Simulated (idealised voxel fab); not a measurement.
Name of the process module below: voxel tone inversion
In the cross-section labelled cut, the width is 220 nm and each square cell is 5 nm.
Square cells in a grid make up a cross-section in this document, and the grid is given as bands, listed from the top down, each one or more rows of cells.
First you get the band's top height and its bottom height, in nm, and then the materials it's made of, left to right, with each width in nm. If you see a single material with "full width", that one covers the band edge to edge. "air" is empty space.
Ref level 0: as-received wafer is one material below here. Bottom band extends down with no lower bound ("z 0 and below").
Top row gets the first number, bottom row gets the second, and each row in between changes by the same step: that is how a band width like "30 to 40" works.
Basically "changes: none" means that step didn't change any cell in the cross-section.
Heads up: "Tabulated closed voids" only lists the empty pockets with no open path to the top that are 8 cells or more, and it writes them as width x height at distance, distance from the left edge, in nm.
Note: text after step settings on the step line = simulator remark on that step.
"overlay nm" on a masked step: distance the mask lay right of its planned place, negative for left.

Below is the list of planned process steps:
1 RECEIVE [material Si]
2 CONFORMAL_DEP [material SiCN] [thk nm 10]
3 DIRECTIONAL_DEP [material polySi] [thk nm 15]
4 PATTERN [tone cover] [mask id POSTS] [material resist] [width nm 20] [pitch nm 50] [thk nm 20] [overlay nm 0]
5 DIRECTIONAL_ETCH [etch materials polySi] [depth nm 15]
6 STRIP [etch materials resist]
7 FILL_DEP [material SiO2] [thk nm 10]
8 CMP [height nm 25]
9 STRIP [etch materials polySi]
10 CONFORMAL_DEP [material TiN] [thk nm 5]
11 FILL_DEP [material Ru] [thk nm 5]
12 CMP [height nm 25]
13 CONFORMAL_DEP [material SiN] [thk nm 5]

Incoming wafer in cross-section (state: after step 1):
> z 0 and below | Si full width
> Tabulated closed voids: none

a wafer at the end: this start, this plan, one mistake:
> z 30 to 25 | SiN full width
> z 25 to 15 | SiO2=45 / TiN=5 / Ru=10 / TiN=5 / SiO2=30 / TiN=5 / Ru=10 / TiN=5 / SiO2=30 / TiN=5 / Ru=10 / TiN=5 / SiO2=55
> z 15 to 10 | SiO2=45 / TiN=20 / SiO2=30 / TiN=20 / SiO2=30 / TiN=20 / SiO2=55
> z 10 to 0 | SiCN full width
> z 0 and below | Si full width
> Tabulated closed voids: none
In executing the process, a mistake was made relative to the plan: step 4 did not use the planned setting and instead ran as PATTERN [tone cover] [mask id POSTS] [material resist] [width nm 20] [pitch nm 50] [thk nm 20] [overlay nm -5]
